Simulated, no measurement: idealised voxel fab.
process module | voxel wiring stack
cross-section cut | 165 nm wide | cells 5 nm
A cross-section is a grid of square cells, given in bands from the top down. A band is one or more rows of cells.
Each band's line starts with the height of the band's top and of its bottom, in nm. Then come its materials from left to right, each with its width in nm. One material with "throughout" fills the band from edge to edge. "air" is empty space.
Height 0 is the level under which the wafer as received is all one material. The lowest band goes on downwards, as in "0 down".
A width such as "30 to 40" changes by the same amount from each row of cells to the next, from the band's top row to its bottom row.
"no change" after a step means that no cell of the cross-section changed.
closed voids: empty space of 8 cells or more with no open way to the top, each as width x height at its distance from the left edge, in nm
after a step's settings: what the simulator itself notes on the step
overlay nm, on a step with a mask: how far to the right of its planned place the mask lay; to the left if negative
plan
1 op RECEIVE | material Si
2 op CONFORMAL_DEP | material SiO2 | thk nm 10
3 op CONFORMAL_DEP | material SiCN | thk nm 5
4 op DIRECTIONAL_DEP | material SiO2 | thk nm 25
5 op DIRECTIONAL_DEP | material aC | thk nm 10
6 op PATTERN | tone open | mask id METAL_1 | material resist | width nm 30 | pitch nm 45 | thk nm 25 | overlay nm 0
7 op DIRECTIONAL_ETCH | etch materials aC | depth nm 10
8 op STRIP | etch materials resist
9 op DIRECTIONAL_ETCH | etch materials SiO2 | depth nm 25
10 op DIRECTIONAL_ETCH | etch materials SiCN | depth nm 5
11 op STRIP | etch materials aC
12 op CONFORMAL_DEP | material TiN | thk nm 5
13 op FILL_DEP | material W | thk nm 5
14 op CMP | height nm 40
15 op CONFORMAL_DEP | material SiCN | thk nm 5
16 op DIRECTIONAL_DEP | material lowk | thk nm 15
17 op DIRECTIONAL_DEP | material aC | thk nm 15
18 op PATTERN | tone open | mask id PLUG_1 | material resist | width nm 15 | pitch nm 90 | thk nm 35 | overlay nm 0
19 op DIRECTIONAL_ETCH | etch materials aC | depth nm 15
20 op STRIP | etch materials resist
21 op DIRECTIONAL_ETCH | etch materials lowk | depth nm 15
22 op DIRECTIONAL_ETCH | etch materials SiCN | depth nm 5
23 op STRIP | etch materials aC
24 op EPI | material Ru | thk nm 10
25 op EPI | material Ru | thk nm 10
26 op DIRECTIONAL_DEP | material TiN | thk nm 5
27 op DIRECTIONAL_DEP | material W | thk nm 25
28 op MASKED_ETCH | tone cover | mask id METAL_2 | width nm 30 | pitch nm 45 | etch materials W | depth nm 25 | overlay nm 0
29 op MASKED_ETCH | tone cover | mask id METAL_2 | width nm 30 | pitch nm 45 | etch materials TiN | depth nm 5 | overlay nm 0
30 op CONFORMAL_DEP | material SiCN | thk nm 5
31 op FILL_DEP | material SiO2 | thk nm 5
32 op CMP | height nm 90
33 op CONFORMAL_DEP | material SiCN | thk nm 5
34 op DIRECTIONAL_DEP | material lowk | thk nm 25
35 op DIRECTIONAL_DEP | material aC | thk nm 15
36 op PATTERN | tone open | mask id METAL_3_HOLES | material resist | width nm 15 | pitch nm 45 | thk nm 35 | overlay nm 0
37 op DIRECTIONAL_ETCH | etch materials aC | depth nm 15
38 op STRIP | etch materials resist
39 op DIRECTIONAL_ETCH | etch materials lowk | depth nm 25
40 op STRIP | etch materials aC
41 op PATTERN | tone open | mask id METAL_3 | material resist | width nm 30 | pitch nm 45 | thk nm 15 | overlay nm 0
42 op DIRECTIONAL_ETCH | etch materials lowk | depth nm 15
43 op DIRECTIONAL_ETCH | etch materials SiCN | depth nm 5
44 op STRIP | etch materials resist
45 op CONFORMAL_DEP | material TiN | thk nm 5
46 op FILL_DEP | material Cu | thk nm 5
47 op CMP | height nm 120
48 op CONFORMAL_DEP | material SiCN | thk nm 5
as received, after step 1
  0 down: Si throughout
  closed voids: none
first wafer at the end, as planned
  125 to 120: SiCN throughout
  120 to 110: lowk 20 | TiN 5 | Cu 20 | TiN 5 | lowk 15 | TiN 5 | Cu 20 | TiN 5 | lowk 15 | TiN 5 | Cu 20 | TiN 5 | lowk 25
  110 to 105: lowk 20 | TiN 5 | Cu 5 | TiN 20 | lowk 15 | TiN 5 | Cu 5 | TiN 20 | lowk 15 | TiN 5 | Cu 5 | TiN 20 | lowk 25
  105 to 95: lowk 20 | TiN 5 | Cu 5 | TiN 5 | lowk 30 | TiN 5 | Cu 5 | TiN 5 | lowk 30 | TiN 5 | Cu 5 | TiN 5 | lowk 40
  95 to 90: SiCN 20 | TiN 15 | SiCN 30 | TiN 15 | SiCN 30 | TiN 15 | SiCN 40
  90 to 65: SiO2 15 | SiCN 5 | W 30 | SiCN 5 | SiO2 5 | SiCN 5 | W 30 | SiCN 5 | SiO2 5 | SiCN 5 | W 30 | SiCN 5 | SiO2 20
  65 to 60: SiCN 20 | TiN 30 | SiCN 15 | TiN 30 | SiCN 15 | TiN 30 | SiCN 25
  60 to 45: lowk 20 | Ru 15 | lowk 75 | Ru 15 | lowk 40
  45 to 40: SiCN 20 | Ru 15 | SiCN 75 | Ru 15 | SiCN 40
  40 to 15: SiO2 20 | TiN 5 | W 20 | TiN 5 | SiO2 15 | TiN 5 | W 20 | TiN 5 | SiO2 15 | TiN 5 | W 20 | TiN 5 | SiO2 25
  15 to 10: SiCN 20 | TiN 30 | SiCN 15 | TiN 30 | SiCN 15 | TiN 30 | SiCN 25
  10 to 0: SiO2 throughout
  0 down: Si throughout
  closed voids: none
second wafer at the end: like start, like plan, one mistake
  130 to 125: SiCN throughout
  125 to 120: TiN 25 | Cu 20 | TiN 25 | Cu 20 | TiN 25 | Cu 20 | TiN 30
  120 to 110: lowk 20 | TiN 5 | Cu 20 | TiN 5 | lowk 15 | TiN 5 | Cu 20 | TiN 5 | lowk 15 | TiN 5 | Cu 20 | TiN 5 | lowk 25
  110 to 105: lowk 20 | TiN 5 | Cu 5 | TiN 20 | lowk 15 | TiN 5 | Cu 5 | TiN 20 | lowk 15 | TiN 5 | Cu 5 | TiN 20 | lowk 25
  105 to 95: lowk 20 | TiN 5 | Cu 5 | TiN 5 | lowk 30 | TiN 5 | Cu 5 | TiN 5 | lowk 30 | TiN 5 | Cu 5 | TiN 5 | lowk 40
  95 to 90: SiCN 20 | TiN 15 | SiCN 30 | TiN 15 | SiCN 30 | TiN 15 | SiCN 40
  90 to 65: SiO2 15 | SiCN 5 | W 30 | SiCN 5 | SiO2 5 | SiCN 5 | W 30 | SiCN 5 | SiO2 5 | SiCN 5 | W 30 | SiCN 5 | SiO2 20
  65 to 60: SiCN 20 | TiN 30 | SiCN 15 | TiN 30 | SiCN 15 | TiN 30 | SiCN 25
  60 to 45: lowk 20 | Ru 15 | lowk 75 | Ru 15 | lowk 40
  45 to 40: SiCN 20 | Ru 15 | SiCN 75 | Ru 15 | SiCN 40
  40 to 15: SiO2 20 | TiN 5 | W 20 | TiN 5 | SiO2 15 | TiN 5 | W 20 | TiN 5 | SiO2 15 | TiN 5 | W 20 | TiN 5 | SiO2 25
  15 to 10: SiCN 20 | TiN 30 | SiCN 15 | TiN 30 | SiCN 15 | TiN 30 | SiCN 25
  10 to 0: SiO2 throughout
  0 down: Si throughout
  closed voids: none
what went wrong: step 47 ran as: op CMP | height nm 125
at the end the second wafer has, in cells: 12 more of Cu | 21 more of TiN
